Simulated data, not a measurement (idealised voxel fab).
process module | voxel trench capacitor
cross-section cut | 250 nm wide | cells 5 nm
A cross-section is a grid of square cells, given in bands from the top down. A band is one or more rows of cells.
Each band's line starts with the height of the band's top and of its bottom, in nm. Then come its materials from left to right, each with its width in nm. One material with "throughout" fills the band from edge to edge. "air" is empty space.
Height 0 is the level under which the wafer as received is all one material. The lowest band goes on downwards, as in "0 down".
A width such as "30 to 40" changes by the same amount from each row of cells to the next, from the band's top row to its bottom row.
"no change" after a step means that no cell of the cross-section changed.
closed voids: empty space of 8 cells or more with no open way to the top, each as width x height at its distance from the left edge, in nm
after a step's settings: what the simulator itself notes on the step
overlay nm, on a step with a mask: how far to the right of its planned place the mask lay; to the left if negative
plan
1 op RECEIVE | material Si
2 op CONFORMAL_DEP | material SiN | thk nm 10
3 op DIRECTIONAL_DEP | material aC | thk nm 10
4 op PATTERN | tone open | mask id TRENCH | material resist | width nm 15 | pitch nm 40 | thk nm 25 | overlay nm -15
5 op DIRECTIONAL_ETCH | etch materials aC | depth nm 10
6 op STRIP | etch materials resist
7 op DIRECTIONAL_ETCH | etch materials SiN | depth nm 10
8 op DIRECTIONAL_ETCH | etch materials Si | depth nm 40
9 op STRIP | etch materials aC
10 op CONFORMAL_DEP | material SiO2 | thk nm 5
11 op FILL_DEP | material polySi | thk nm 10
12 op CMP | height nm 10
varied across the wafers: overlay nm of step 4. The plan shows the first wafer's value. All wafers start alike
first wafer as received, after step 1
  0 down: Si throughout
  closed voids: none
first wafer at the end, after step 12
  10 to 0: SiN 60 | SiO2 5 | polySi 5 | SiO2 5 | SiN 25 | SiO2 5 | polySi 5 | SiO2 5 | SiN 25 | SiO2 5 | polySi 5 | SiO2 5 | SiN 95
  0 to -35: Si 60 | SiO2 5 | polySi 5 | SiO2 5 | Si 25 | SiO2 5 | polySi 5 | SiO2 5 | Si 25 | SiO2 5 | polySi 5 | SiO2 5 | Si 95
  -35 to -40: Si 60 | SiO2 15 | Si 25 | SiO2 15 | Si 25 | SiO2 15 | Si 95
  -40 down: Si throughout
  closed voids: none
last wafer at the end
  10 to 0: SiN 90 | SiO2 5 | polySi 5 | SiO2 5 | SiN 25 | SiO2 5 | polySi 5 | SiO2 5 | SiN 25 | SiO2 5 | polySi 5 | SiO2 5 | SiN 65
  0 to -35: Si 90 | SiO2 5 | polySi 5 | SiO2 5 | Si 25 | SiO2 5 | polySi 5 | SiO2 5 | Si 25 | SiO2 5 | polySi 5 | SiO2 5 | Si 65
  -35 to -40: Si 90 | SiO2 15 | Si 25 | SiO2 15 | Si 25 | SiO2 15 | Si 65
  -40 down: Si throughout
  closed voids: none
each wafer at the end: cells of each material gained (+) or lost (-) since it was received, then its closed voids
overlay nm -15 | -72 Si | +82 SiN | +63 SiO2 | +27 polySi | closed voids: none
overlay nm -10 | -72 Si | +82 SiN | +63 SiO2 | +27 polySi | closed voids: none
overlay nm -5 | -72 Si | +82 SiN | +63 SiO2 | +27 polySi | closed voids: none
overlay nm 0 | -72 Si | +82 SiN | +63 SiO2 | +27 polySi | closed voids: none
overlay nm 5 | -72 Si | +82 SiN | +63 SiO2 | +27 polySi | closed voids: none
overlay nm 10 | -72 Si | +82 SiN | +63 SiO2 | +27 polySi | closed voids: none
overlay nm 15 | -72 Si | +82 SiN | +63 SiO2 | +27 polySi | closed voids: none
